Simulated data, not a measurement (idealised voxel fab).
process module | voxel capacitor over wiring
cross-section cut | 230 nm wide | cells 5 nm
A cross-section is a grid of square cells, given in bands from the top down. A band is one or more rows of cells.
Each band's line starts with the height of the band's top and of its bottom, in nm. Then come its materials from left to right, each with its width in nm. One material with "throughout" fills the band from edge to edge. "air" is empty space.
Height 0 is the level under which the wafer as received is all one material. The lowest band goes on downwards, as in "0 down".
A width such as "30 to 40" changes by the same amount from each row of cells to the next, from the band's top row to its bottom row.
"no change" after a step means that no cell of the cross-section changed.
closed voids: empty space of 8 cells or more with no open way to the top, each as width x height at its distance from the left edge, in nm
after a step's settings: what the simulator itself notes on the step
overlay nm, on a step with a mask: how far to the right of its planned place the mask lay; to the left if negative
plan
1 op RECEIVE | material Si
2 op CONFORMAL_DEP | material SiO2 | thk nm 15
3 op CONFORMAL_DEP | material SiCN | thk nm 5
4 op DIRECTIONAL_DEP | material lowk | thk nm 25
5 op DIRECTIONAL_DEP | material aC | thk nm 15
6 op PATTERN | tone open | mask id METAL_1 | material resist | width nm 25 | pitch nm 95 | thk nm 35 | overlay nm 0
7 op DIRECTIONAL_ETCH | etch materials aC | depth nm 15
8 op STRIP | etch materials resist
9 op DIRECTIONAL_ETCH | etch materials lowk | depth nm 25
10 op DIRECTIONAL_ETCH | etch materials SiCN | depth nm 5
11 op STRIP | etch materials aC
12 op CONFORMAL_DEP | material TiN | thk nm 5
13 op FILL_DEP | material Ru | thk nm 5
14 op CMP | height nm 45
15 op CONFORMAL_DEP | material SiCN | thk nm 5
16 op DIRECTIONAL_DEP | material lowk | thk nm 15
17 op DIRECTIONAL_DEP | material aC | thk nm 15
18 op PATTERN | tone open | mask id PLUG_1 | material resist | width nm 15 | thk nm 30 | overlay nm 0
19 op DIRECTIONAL_ETCH | etch materials aC | depth nm 15
20 op STRIP | etch materials resist
21 op DIRECTIONAL_ETCH | etch materials lowk | depth nm 15
22 op DIRECTIONAL_ETCH | etch materials SiCN | depth nm 5
23 op STRIP | etch materials aC
24 op CONFORMAL_DEP | material TiN | thk nm 5
25 op FILL_DEP | material W | thk nm 5
26 op CMP | height nm 65
27 op DIRECTIONAL_DEP | material TiN | thk nm 5
28 op DIRECTIONAL_DEP | material Al2O3 | thk nm 5
29 op DIRECTIONAL_DEP | material TiN | thk nm 5
30 op DIRECTIONAL_DEP | material aC | thk nm 10
31 op PATTERN | tone cover | mask id UPPER_PLATE | material resist | width nm 75 | thk nm 30 | overlay nm 0
32 op DIRECTIONAL_ETCH | etch materials aC | depth nm 10
33 op STRIP | etch materials resist
34 op DIRECTIONAL_ETCH | etch materials TiN | depth nm 5
35 op DIRECTIONAL_ETCH | etch materials Al2O3 | depth nm 5
36 op STRIP | etch materials aC
37 op MASKED_ETCH | tone cover | mask id LOWER_PLATE | width nm 85 | etch materials TiN | depth nm 5 | overlay nm 0
38 op FILL_DEP | material SiO2 | thk nm 20
39 op CMP | height nm 95
40 op PATTERN | tone open | mask id PLUG_2 | material resist | width nm 15 | thk nm 15 | overlay nm 0
41 op DIRECTIONAL_ETCH | etch materials SiO2 | depth nm 15
42 op STRIP | etch materials resist
43 op CONFORMAL_DEP | material TiN | thk nm 5
44 op FILL_DEP | material Cu | thk nm 5
45 op CMP | height nm 95
46 op CONFORMAL_DEP | material SiCN | thk nm 5
as received, after step 1
  0 down: Si throughout
  closed voids: none
first wafer at the end, as planned
  100 to 95: SiCN throughout
  95 to 85: SiO2 75 | TiN 5 | Cu 5 | TiN 5 | SiO2 140
  85 to 75: SiO2 75 to 65 | TiN 15 to 75 | SiO2 140 to 90
  75 to 70: SiO2 65 | Al2O3 75 | SiO2 90
  70 to 65: SiO2 60 | TiN 85 | SiO2 85
  65 to 50: lowk 65 | TiN 5 | W 5 | TiN 5 | lowk 150
  50 to 45: SiCN 65 | TiN 15 | SiCN 150
  45 to 20: lowk 55 | TiN 5 | Ru 15 | TiN 5 | lowk 70 | TiN 5 | Ru 15 | TiN 5 | lowk 55
  20 to 15: SiCN 55 | TiN 25 | SiCN 70 | TiN 25 | SiCN 55
  15 to 0: SiO2 throughout
  0 down: Si throughout
  closed voids: none
second wafer at the end: like start, like plan, one mistake
  100 to 95: SiCN throughout
  95 to 85: SiO2 75 | TiN 5 | Cu 5 | TiN 5 | SiO2 140
  85 to 75: SiO2 75 to 65 | TiN 15 to 75 | SiO2 140 to 90
  75 to 70: SiO2 60 | TiN 85 | SiO2 85
  70 to 65: TiN throughout
  65 to 50: lowk 65 | TiN 5 | W 5 | TiN 5 | lowk 150
  50 to 45: SiCN 65 | TiN 15 | SiCN 150
  45 to 20: lowk 55 | TiN 5 | Ru 15 | TiN 5 | lowk 70 | TiN 5 | Ru 15 | TiN 5 | lowk 55
  20 to 15: SiCN 55 | TiN 25 | SiCN 70 | TiN 25 | SiCN 55
  15 to 0: SiO2 throughout
  0 down: Si throughout
  closed voids: none
what went wrong: step 28 ran as: op DIRECTIONAL_DEP | material TiN | thk nm 5
at the end the second wafer has, in cells: 15 fewer of Al2O3 | 31 fewer of SiO2 | 46 more of TiN
